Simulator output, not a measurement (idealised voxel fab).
Documented hereafter: the process module known as voxel gate over fins.
The cross-section on display is named cut; it measures 250 nm wide, and its cells are 5 nm squares.
This document writes a cross-section as a grid whose cells are square, and gives it as bands, listed from the top down; one or more rows of cells form a band.
Read a band's entry like this: the first values are the height of its top and the height of its bottom in nm, and what follows is the sequence of materials from left to right, each with its width in nm. Note that "blank" is empty space, and that a single material marked "all across" reaches across the band from edge to edge.
Note: height 0 marks the level under which the wafer is uniformly one material as received. Lowest band unbounded below, written "from 0 down".
Width "30..40": first value at the band's top row of cells, second value at its bottom row, equal change from row to row.
The designation "stayed the same", where it is given for a processing step, indicates that no cell of the cross-section was altered in the course of that step.
This entry, "Entrapped void list", enumerates those empty regions of no fewer than 8 cells that possess no open connection to the top. Each region is reported in the form width x height at distance, the distance being taken from the left edge, with all three quantities expressed in nm.
after a step's settings: what the simulator itself notes on the step
"overlay nm" answers the question of how far to the right of plan the mask lay on a step that has a mask, and when it is negative the answer is to the left.
# Listed below are the process steps as planned
| 1 | RECEIVE | material Si |
| 2 | CONFORMAL_DEP | material SiN | thk nm 10 |
| 3 | PATTERN | tone cover | mask id FINS | material resist | width nm 15 | pitch nm 50 | thk nm 20 | overlay nm 0 |
| 4 | DIRECTIONAL_ETCH | etch materials SiN | depth nm 10 |
| 5 | DIRECTIONAL_ETCH | etch materials Si | depth nm 30 |
| 6 | STRIP | etch materials resist |
| 7 | FILL_DEP | material SiO2 | thk nm 5 |
| 8 | CMP | height nm 10 |
| 9 | MASKED_ETCH | tone open | mask id RAIL | width nm 15 | etch materials SiO2 | depth nm 35 | overlay nm 0 |
| 10 | CONFORMAL_DEP | material TiN | thk nm 5 |
| 11 | FILL_DEP | material W | thk nm 10 |
| 12 | CMP | height nm 10 |
| 13 | SELECTIVE_ETCH | etch materials W Ru TiN | depth nm 30 |
| 14 | FILL_DEP | material SiO2 | thk nm 5 |
| 15 | CMP | height nm 10 |
| 16 | SELECTIVE_ETCH | etch materials SiO2 | depth nm 25 |
| 17 | STRIP | etch materials SiN |
| 18 | CONFORMAL_DEP | material HfO2 | thk nm 5 |
| 19 | CONFORMAL_DEP | material TiN | thk nm 5 |
| 20 | CONFORMAL_DEP | material TiAl | thk nm 5 |
| 21 | CONFORMAL_DEP | material TiN | thk nm 5 |
| 22 | FILL_DEP | material W | thk nm 15 |
| 23 | CMP | height nm 30 |
| 24 | CONFORMAL_DEP | material SiCN | thk nm 5 |
# as received, after step 1
* from 0 down  Si all across
* Entrapped void list: none
# Wafer cross-section at end of module: start and plan as shown above, one execution error
* from 35 to 30  SiCN all across
* from 30 to 20  W all across
* from 20 to 15  W 45 nm / TiN 155 nm / W 50 nm
* from 15 to 10  W 45 nm / TiN 5 nm / TiAl 45 nm / TiN 5 nm / TiAl 45 nm / TiN 5 nm / TiAl 45 nm / TiN 5 nm / W 50 nm
* from 10 to 5  W 45 nm / TiN 5 nm / TiAl 5 nm / TiN 35 nm / TiAl 5 nm / TiN 5 nm / TiAl 5 nm / TiN 35 nm / TiAl 5 nm / TiN 5 nm / TiAl 5 nm / TiN 35 nm / TiAl 5 nm / TiN 5 nm / W 50 nm
* from 5 to 0  TiN 50 nm / TiAl 5 nm / TiN 5 nm / HfO2 25 nm / TiN 5 nm / TiAl 5 nm / TiN 5 nm / TiAl 5 nm / TiN 5 nm / HfO2 25 nm / TiN 5 nm / TiAl 5 nm / TiN 5 nm / TiAl 5 nm / TiN 5 nm / HfO2 25 nm / TiN 5 nm / TiAl 5 nm / TiN 55 nm
* from 0 to -5  TiAl 55 nm / TiN 5 nm / HfO2 5 nm / Si 15 nm / HfO2 5 nm / TiN 5 nm / TiAl 15 nm / TiN 5 nm / HfO2 5 nm / Si 15 nm / HfO2 5 nm / TiN 5 nm / TiAl 15 nm / TiN 5 nm / HfO2 5 nm / Si 15 nm / HfO2 5 nm / TiN 5 nm / TiAl 60 nm
* from -5 to -10  TiN 60 nm / HfO2 5 nm / Si 15 nm / HfO2 5 nm / TiN 25 nm / HfO2 5 nm / Si 15 nm / HfO2 5 nm / TiN 25 nm / HfO2 5 nm / Si 15 nm / HfO2 5 nm / TiN 65 nm
* from -10 to -15  HfO2 65 nm / Si 15 nm / HfO2 35 nm / Si 15 nm / HfO2 35 nm / Si 15 nm / HfO2 70 nm
* from -15 to -20  SiO2 65 nm / Si 15 nm / SiO2 35 nm / Si 15 nm / SiO2 35 nm / Si 15 nm / SiO2 70 nm
* from -20 to -25  SiO2 65 nm / Si 15 nm / SiO2 5 nm / TiN 15 nm / SiO2 15 nm / Si 15 nm / SiO2 35 nm / Si 15 nm / SiO2 70 nm
* from -25 to -30  SiO2 65 nm / Si 15 nm / SiO2 35 nm / Si 15 nm / SiO2 35 nm / Si 15 nm / SiO2 70 nm
* from -30 down  Si all across
* Entrapped void list: none
Finding, execution versus plan: step 9 was not run as planned; what actually ran was MASKED_ETCH | tone open | mask id RAIL | width nm 15 | etch materials SiO2 | depth nm 35 | overlay nm -5
